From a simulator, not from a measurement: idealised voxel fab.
process module | voxel trench capacitor
cross-section cut | 165 nm wide | cells 5 nm
A cross-section is a grid of square cells, given in bands from the top down. A band is one or more rows of cells.
Each band's line starts with the height of the band's top and of its bottom, in nm. Then come its materials from left to right, each with its width in nm. One material with "throughout" fills the band from edge to edge. "air" is empty space.
Height 0 is the level under which the wafer as received is all one material. The lowest band goes on downwards, as in "0 down".
A width such as "30 to 40" changes by the same amount from each row of cells to the next, from the band's top row to its bottom row.
"no change" after a step means that no cell of the cross-section changed.
closed voids: empty space of 8 cells or more with no open way to the top, each as width x height at its distance from the left edge, in nm
after a step's settings: what the simulator itself notes on the step
overlay nm, on a step with a mask: how far to the right of its planned place the mask lay; to the left if negative
plan
1 op RECEIVE | material Si
2 op CONFORMAL_DEP | material SiN | thk nm 10
3 op MASKED_ETCH | tone open | mask id TRENCH | width nm 30 | pitch nm 50 | etch materials SiN | depth nm 10 | overlay nm 0
4 op MASKED_ETCH | tone open | mask id TRENCH | width nm 30 | pitch nm 50 | etch materials Si | depth nm 25 | overlay nm 0
5 op CONFORMAL_DEP | material Al2O3 | thk nm 5
6 op CONFORMAL_DEP | material TiN | thk nm 5
7 op FILL_DEP | material W | thk nm 10
8 op CMP | height nm 10
as received, after step 1
  0 down: Si throughout
  closed voids: none
first wafer at the end, as planned
  10 to 0: SiN 15 | Al2O3 5 | TiN 5 | W 10 | TiN 5 | Al2O3 5 | SiN 20 | Al2O3 5 | TiN 5 | W 10 | TiN 5 | Al2O3 5 | SiN 20 | Al2O3 5 | TiN 5 | W 10 | TiN 5 | Al2O3 5 | SiN 20
  0 to -15: Si 15 | Al2O3 5 | TiN 5 | W 10 | TiN 5 | Al2O3 5 | Si 20 | Al2O3 5 | TiN 5 | W 10 | TiN 5 | Al2O3 5 | Si 20 | Al2O3 5 | TiN 5 | W 10 | TiN 5 | Al2O3 5 | Si 20
  -15 to -20: Si 15 | Al2O3 5 | TiN 20 | Al2O3 5 | Si 20 | Al2O3 5 | TiN 20 | Al2O3 5 | Si 20 | Al2O3 5 | TiN 20 | Al2O3 5 | Si 20
  -20 to -25: Si 15 | Al2O3 30 | Si 20 | Al2O3 30 | Si 20 | Al2O3 30 | Si 20
  -25 down: Si throughout
  closed voids: none
second wafer at the end: like start, like plan, one mistake
  10 to 0: SiN 20 | Al2O3 5 | TiN 5 | W 5 | TiN 10 to 5 | Al2O3 5 to 10 | SiN 20 | Al2O3 5 | TiN 5 | W 5 | TiN 10 to 5 | Al2O3 5 to 10 | SiN 20 | Al2O3 5 | TiN 5 | W 5 | TiN 10 to 5 | Al2O3 5 to 10 | SiN 15
  0 to -15: Si 20 | Al2O3 5 | TiN 5 | W 5 | TiN 5 | Al2O3 5 | Si 25 | Al2O3 5 | TiN 5 | W 5 | TiN 5 | Al2O3 5 | Si 25 | Al2O3 5 | TiN 5 | W 5 | TiN 5 | Al2O3 5 | Si 20
  -15 to -20: Si 20 | Al2O3 5 | TiN 15 | Al2O3 5 | Si 25 | Al2O3 5 | TiN 15 | Al2O3 5 | Si 25 | Al2O3 5 | TiN 15 | Al2O3 5 | Si 20
  -20 to -25: Si 20 | Al2O3 25 | Si 25 | Al2O3 25 | Si 25 | Al2O3 25 | Si 20
  -25 down: Si throughout
  closed voids: none
what went wrong: step 3 ran as: op MASKED_ETCH | tone open | mask id TRENCH | width nm 30 | pitch nm 50 | etch materials SiN | depth nm 10 | overlay nm 5
at the end the second wafer has, in cells: 15 more of Si | 15 fewer of W
